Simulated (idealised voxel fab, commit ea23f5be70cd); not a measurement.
process module | voxel local oxidation
cross-section cut | 175 nm wide | cells 5 nm
A cross-section is a grid of square cells, given in bands from the top down. A band is one or more rows of cells.
Each band's line starts with the height of the band's top and of its bottom, in nm. Then come its materials from left to right, each with its width in nm. One material with "throughout" fills the band from edge to edge. "air" is empty space.
Height 0 is the level under which the wafer as received is all one material. The lowest band goes on downwards, as in "0 down".
A width such as "30 to 40" changes by the same amount from each row of cells to the next, from the band's top row to its bottom row.
"no change" after a step means that no cell of the cross-section changed.
closed voids: empty space of 8 cells or more with no open way to the top, each as width x height at its distance from the left edge, in nm
after a step's settings: what the simulator itself notes on the step
overlay nm, on a step with a mask: how far to the right of its planned place the mask lay; to the left if negative
plan
1 op RECEIVE | material Si
2 op OXIDIZE | depth nm 5
3 op CONFORMAL_DEP | material SiN | thk nm 15
4 op PATTERN | tone cover | mask id ACTIVE | material resist | width nm 95 | thk nm 20 | overlay nm 0
5 op DIRECTIONAL_ETCH | etch materials SiN | depth nm 15
6 op STRIP | etch materials resist
7 op SELECTIVE_ETCH | etch materials SiO2 | depth nm 5
8 op OXIDIZE | depth nm 15
9 op STRIP | etch materials SiN
first wafer, as planned
as received, after step 1
  0 down: Si throughout
  closed voids: none
after step 2
  0 to -5: SiO2 throughout
  below -5: unchanged
after step 3
  15 to 0: SiN throughout
  below 0: unchanged
after step 4
  35 to 15: air 40 | resist 95 | air 40
  below 15: unchanged
after step 5
  35 to 15: air 40 | resist 95 | air 40
  15 to 0: air 40 | SiN 95 | air 40
  below 0: unchanged
after step 6
  15 to 0: air 40 | SiN 95 | air 40
  below 0: unchanged
after step 7
  15 to 0: air 40 | SiN 95 | air 40
  0 to -5: air 45 | SiO2 85 | air 45
  below -5: unchanged
after step 8
  15 to 0: air 40 | SiN 95 | air 40
  0 to -5: air 45 | SiO2 85 | air 45
  -5 to -20: SiO2 60 | Si 55 | SiO2 60
  below -20: unchanged
after step 9
  0 to -5: air 45 | SiO2 85 | air 45
  below -5: unchanged
second wafer: like start, like plan, one mistake. Through step 1 it matches the first wafer
when step 2 should have ended
  0 to -5: SiO2 throughout
  below -5: unchanged
when step 3 should have ended
  15 to 0: SiN throughout
  below 0: unchanged
when step 4 should have ended
  35 to 15: air 40 | resist 95 | air 40
  below 15: unchanged
when step 5 should have ended
  35 to 15: air 40 | resist 95 | air 40
  15 to 0: air 40 | SiN 95 | air 40
  below 0: unchanged
when step 6 should have ended
  15 to 0: air 40 | SiN 95 | air 40
  below 0: unchanged
when step 7 should have ended
  15 to 0: air 40 | SiN 95 | air 40
  0 to -5: air 45 | SiO2 85 | air 45
  below -5: unchanged
when step 8 should have ended
  15 to 0: air 40 | SiN 95 | air 40
  0 to -5: air 45 | SiO2 85 | air 45
  -5 to -20: SiO2 60 | Si 55 | SiO2 60
  below -20: unchanged
when step 9 should have ended
  0 to -5: air 45 | SiO2 85 | air 45
  below -5: unchanged
what went wrong: step 2 was run twice
at the end the two cross-sections are the same: no effect in what this model computes
